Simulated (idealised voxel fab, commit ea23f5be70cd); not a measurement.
You're looking at the process module voxel self aligned contacts.
We display cut, a cross-section 265 nm in width whose square cells are each 5 nm.
Each cross-section below is a grid of square cells, stated as bands in top-down order, with one or more rows of cells making up each band. A band entry consists of two parts. The first gives the height of the band's top and the height of its bottom, in nm. The rest lists the band's materials from left to right, each with its width in nm. A single material labelled with the word "full width" fills the band from edge to edge, and the word "blank" marks empty space. Height is counted from the level 0, under which the received wafer is composed throughout of one material. The lowest of the bands is not closed at the bottom but continues downward, in the notation "z 0 and below". A width given as "30 to 40" starts at the first number in the band's top row and ends at the second number in its bottom row, shifting by an equal amount at every step from row to row. What does "no modifications" mean for a step? It means no cell of the cross-section changed in that step. "Closed void list" lists enclosed empty spaces (at least 8 cells, no open path upward to the top), each as width x height at distance from the left edge, in nm. Past the settings on a step's line: simulator remark, on that step. What "overlay nm" on a step's line means: if the step has a mask, that mask lay this far to the right of its planned place, or, when the value is negative, to the left.

Steps planned for the process
step 1: RECEIVE | material Si
step 2: CONFORMAL_DEP | material SiO2 | thk nm 5
step 3: DIRECTIONAL_DEP | material polySi | thk nm 30
step 4: DIRECTIONAL_DEP | material SiN | thk nm 15
step 5: DIRECTIONAL_DEP | material aC | thk nm 15
step 6: PATTERN | tone cover | mask id GATE | material resist | width nm 25 | pitch nm 50 | thk nm 30 | overlay nm 0
step 7: DIRECTIONAL_ETCH | etch materials aC | depth nm 15
step 8: STRIP | etch materials resist
step 9: DIRECTIONAL_ETCH | etch materials SiN | depth nm 15
step 10: DIRECTIONAL_ETCH | etch materials polySi | depth nm 30
step 11: STRIP | etch materials aC
step 12: CONFORMAL_DEP | material SiN | thk nm 5
step 13: DIRECTIONAL_ETCH | etch materials SiN | depth nm 5
step 14: FILL_DEP | material SiO2 | thk nm 15
step 15: CMP | height nm 55
step 16: DIRECTIONAL_DEP | material aC | thk nm 10
step 17: PATTERN | tone open | mask id CONTACT | material resist | width nm 35 | thk nm 30 | overlay nm 0
step 18: DIRECTIONAL_ETCH | etch materials aC | depth nm 10
step 19: STRIP | etch materials resist
step 20: DIRECTIONAL_ETCH | etch materials SiO2 | depth nm 55
step 21: STRIP | etch materials aC
step 22: CONFORMAL_DEP | material TiN | thk nm 5
step 23: FILL_DEP | material W | thk nm 5
step 24: CMP | height nm 55
step 25: CONFORMAL_DEP | material SiN | thk nm 5

Incoming wafer in cross-section (state: after step 1)
* z 0 and below: Si full width
* Closed void list: none

Post-module cross-section: identical start and plan to those above, one misstep in execution
* z 60 to 55: SiN full width
* z 55 to 50: SiO2 (115), then TiN (20), then W (5), then TiN (10), then SiO2 (115)
* z 50 to 35: SiO2 (95), then SiN (35), then TiN (5), then W (5), then TiN (5), then SiN (35), then SiO2 (85)
* z 35 to 5: SiO2 (95), then SiN (5), then polySi (25), then SiN (5), then TiN (5), then W (5), then TiN (5), then SiN (5), then polySi (25), then SiN (5), then SiO2 (85)
* z 5 to 0: SiO2 (130), then TiN (15), then SiO2 (120)
* z 0 and below: Si full width
* Closed void list: none
what went wrong: step 6, actual vs plan mismatch, actual run PATTERN | tone cover | mask id GATE | material resist | width nm 25 | pitch nm 50 | thk nm 30 | overlay nm 5
